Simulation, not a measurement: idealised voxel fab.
Process module in this document: voxel ribs on slabs
FYI the section here is cut, 280 nm wide, cells are 5 nm squares.
Heads up, the way a cross-section reads in here is a grid of square cells, handed over as bands from the top down, with every band being one or more rows of cells.
The band entry comprises the height of the band's top followed by the height of its bottom, expressed in nm, and subsequently the band's materials from left to right, each stated together with its width in nm. Where a single material is marked with the word "throughout", that material fills the band from edge to edge. The word "air" represents empty space.
Basically, 0 is our baseline, since under it the wafer straight out of the box is all one material. The bottom band has no lower end and keeps on going down, so it looks like "0 nm and below".
A two-number width, for instance "30..40", indicates that the width is equal to the first number in the top row of the band and to the second number in the bottom row, and that it changes by a constant amount per row of cells.
What does "no modifications" mean for a step? It means no cell of the cross-section changed in that step.
Cavities, closed: empty space of 8 cells or more with no open way to the top, each as width x height at its distance from the left edge, in nm
Post-settings text on a step line: simulator's own remark regarding the step.
A step's line can hold "overlay nm"; with a mask on that step, the setting says how far right of the planned place the mask lay, while a negative setting says it lay to the left.

# This section lists the process steps that were planned
1 op RECEIVE | material Si
2 op DIRECTIONAL_DEP | material SiO2 | thk nm 30
3 op DIRECTIONAL_DEP | material SiN | thk nm 20
4 op PATTERN | tone cover | mask id RIB | material resist | width nm 15 | thk nm 15 | overlay nm 0
5 op DIRECTIONAL_ETCH | etch materials SiN | depth nm 10
6 op STRIP | etch materials resist
7 op MASKED_ETCH | tone cover | mask id SLAB | width nm 45 | etch materials SiN | depth nm 10 | overlay nm 0
8 op FILL_DEP | material SiO2 | thk nm 20
9 op CMP | height nm 60
10 op DIRECTIONAL_DEP | material W | thk nm 5
11 op MASKED_ETCH | tone cover | mask id HEATER | width nm 25 | etch materials W | depth nm 5 | overlay nm 0
12 op CONFORMAL_DEP | material SiO2 | thk nm 5

# as received, after step 1
0 nm and below = Si throughout
Cavities, closed: none

# Looking at the first of two wafers in cross-section at end of module - ran to plan
70 nm to 65 nm = 120 of air / 35 of SiO2 / 125 of air
65 nm to 60 nm = 125 of SiO2 / 25 of W / 130 of SiO2
60 nm to 50 nm = SiO2 throughout
50 nm to 40 nm = 130 of SiO2 / 15 of SiN / 135 of SiO2
40 nm to 30 nm = 115 of SiO2 / 45 of SiN / 120 of SiO2
30 nm to 0 nm = SiO2 throughout
0 nm and below = Si throughout
Cavities, closed: none

# This is the second of the two wafers, cross-sectioned at the end of the module; it started exactly like the first and was given the same plan, but it was run with one mistake
60 nm to 55 nm = 120 of air / 35 of SiO2 / 125 of air
55 nm to 50 nm = 125 of SiO2 / 25 of W / 130 of SiO2
50 nm to 40 nm = 130 of SiO2 / 15 of SiN / 135 of SiO2
40 nm to 30 nm = 115 of SiO2 / 45 of SiN / 120 of SiO2
30 nm to 0 nm = SiO2 throughout
0 nm and below = Si throughout
Cavities, closed: none
Misprocessing identified: it should be noted that step 9 was executed with settings other than those planned, the operation and settings actually applied being op CMP | height nm 50
At the finish, the second wafer shows more or fewer cells for some materials than the first does: -112 SiO2
